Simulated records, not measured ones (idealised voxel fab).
process module | voxel gate over fins
cross-section cut | 165 nm wide | cells 5 nm
A cross-section is a grid of square cells, given in bands from the top down. A band is one or more rows of cells.
Each band's line starts with the height of the band's top and of its bottom, in nm. Then come its materials from left to right, each with its width in nm. One material with "throughout" fills the band from edge to edge. "air" is empty space.
Height 0 is the level under which the wafer as received is all one material. The lowest band goes on downwards, as in "0 down".
A width such as "30 to 40" changes by the same amount from each row of cells to the next, from the band's top row to its bottom row.
"no change" after a step means that no cell of the cross-section changed.
closed voids: empty space of 8 cells or more with no open way to the top, each as width x height at its distance from the left edge, in nm
after a step's settings: what the simulator itself notes on the step
overlay nm, on a step with a mask: how far to the right of its planned place the mask lay; to the left if negative
plan
1 op RECEIVE | material Si
2 op CONFORMAL_DEP | material SiN | thk nm 5
3 op MASKED_ETCH | tone cover | mask id FINS | width nm 15 | pitch nm 55 | etch materials SiN | depth nm 5 | overlay nm 0
4 op MASKED_ETCH | tone cover | mask id FINS | width nm 15 | pitch nm 55 | etch materials Si | depth nm 40 | overlay nm 0
5 op OXIDIZE | depth nm 5
6 op FILL_DEP | material SiO2 | thk nm 15
7 op CMP | height nm 5
8 op PATTERN | tone open | mask id RAIL | material resist | width nm 15 | thk nm 15 | overlay nm -15
9 op DIRECTIONAL_ETCH | etch materials SiO2 | depth nm 40
10 op STRIP | etch materials resist
11 op CONFORMAL_DEP | material TiN | thk nm 5
12 op FILL_DEP | material W | thk nm 5
13 op CMP | height nm 5
14 op SELECTIVE_ETCH | etch materials W Ru TiN | depth nm 25
15 op FILL_DEP | material SiO2 | thk nm 5
16 op CMP | height nm 5
17 op SELECTIVE_ETCH | etch materials SiO2 | depth nm 15
18 op STRIP | etch materials SiN
19 op CONFORMAL_DEP | material HfO2 | thk nm 5
20 op CONFORMAL_DEP | material TiN | thk nm 5
21 op CONFORMAL_DEP | material TiAl | thk nm 5
22 op CONFORMAL_DEP | material TiN | thk nm 5
23 op FILL_DEP | material W | thk nm 15
24 op CMP | height nm 30
25 op CONFORMAL_DEP | material SiN | thk nm 5
varied across the wafers: overlay nm of step 8. The plan shows the first wafer's value. All wafers start alike
first wafer as received, after step 1
  0 down: Si throughout
  closed voids: none
first wafer at the end, after step 25
  35 to 30: SiN throughout
  30 to 20: W throughout
  20 to 15: W 30 | TiN 45 | W 10 | TiN 45 | W 35
  15 to 10: W 30 | TiN 5 | TiAl 35 | TiN 5 | W 10 | TiN 5 | TiAl 35 | TiN 5 | W 35
  10 to 5: TiN 35 | TiAl 5 | TiN 25 | TiAl 5 | TiN 20 | TiAl 5 | TiN 25 | TiAl 5 | TiN 40
  5 to 0: TiAl 40 | TiN 5 | HfO2 15 | TiN 5 | TiAl 30 | TiN 5 | HfO2 15 | TiN 5 | TiAl 45
  0 to -5: TiN 45 | HfO2 5 | Si 5 | HfO2 5 | TiN 40 | HfO2 5 | Si 5 | HfO2 5 | TiN 50
  -5 to -10: HfO2 50 | Si 5 | HfO2 50 | Si 5 | HfO2 55
  -10 to -20: SiO2 50 | Si 5 | SiO2 50 | Si 5 | SiO2 55
  -20 to -35: SiO2 50 | Si 5 | SiO2 5 | TiN 10 | SiO2 35 | Si 5 | SiO2 55
  -35 to -45: SiO2 50 | Si 5 | SiO2 50 | Si 5 | SiO2 55
  -45 down: Si throughout
  closed voids: none
last wafer at the end
  35 to 30: SiN throughout
  30 to 20: W throughout
  20 to 15: W 30 | TiN 45 | W 10 | TiN 45 | W 35
  15 to 10: W 30 | TiN 5 | TiAl 35 | TiN 5 | W 10 | TiN 5 | TiAl 35 | TiN 5 | W 35
  10 to 5: TiN 35 | TiAl 5 | TiN 25 | TiAl 5 | TiN 20 | TiAl 5 | TiN 25 | TiAl 5 | TiN 40
  5 to 0: TiAl 40 | TiN 5 | HfO2 15 | TiN 5 | TiAl 30 | TiN 5 | HfO2 15 | TiN 5 | TiAl 45
  0 to -5: TiN 45 | HfO2 5 | Si 5 | HfO2 5 | TiN 40 | HfO2 5 | Si 5 | HfO2 5 | TiN 50
  -5 to -10: HfO2 50 | Si 5 | HfO2 50 | Si 5 | HfO2 55
  -10 to -20: SiO2 50 | Si 5 | SiO2 50 | Si 5 | SiO2 55
  -20 to -30: SiO2 50 | Si 5 | SiO2 30 | TiN 5 | W 5 | TiN 5 | SiO2 5 | Si 5 | SiO2 55
  -30 to -35: SiO2 50 | Si 5 | SiO2 30 | TiN 15 | SiO2 5 | Si 5 | SiO2 55
  -35 to -45: SiO2 50 | Si 5 | SiO2 50 | Si 5 | SiO2 55
  -45 down: Si throughout
  closed voids: none
each wafer at the end: cells of each material gained (+) or lost (-) since it was received, then its closed voids
overlay nm -15 | +41 HfO2 | -279 Si | +33 SiN | +211 SiO2 | +41 TiAl | +88 TiN | +96 W | closed voids: none
overlay nm -10 | +41 HfO2 | -279 Si | +33 SiN | +208 SiO2 | +41 TiAl | +89 TiN | +98 W | closed voids: none
overlay nm -5 | +41 HfO2 | -279 Si | +33 SiN | +208 SiO2 | +41 TiAl | +89 TiN | +98 W | closed voids: none
overlay nm 0 | +41 HfO2 | -279 Si | +33 SiN | +208 SiO2 | +41 TiAl | +89 TiN | +98 W | closed voids: none
overlay nm 5 | +41 HfO2 | -279 Si | +33 SiN | +208 SiO2 | +41 TiAl | +89 TiN | +98 W | closed voids: none
overlay nm 10 | +41 HfO2 | -279 Si | +33 SiN | +208 SiO2 | +41 TiAl | +89 TiN | +98 W | closed voids: none
overlay nm 15 | +41 HfO2 | -279 Si | +33 SiN | +208 SiO2 | +41 TiAl | +89 TiN | +98 W | closed voids: none
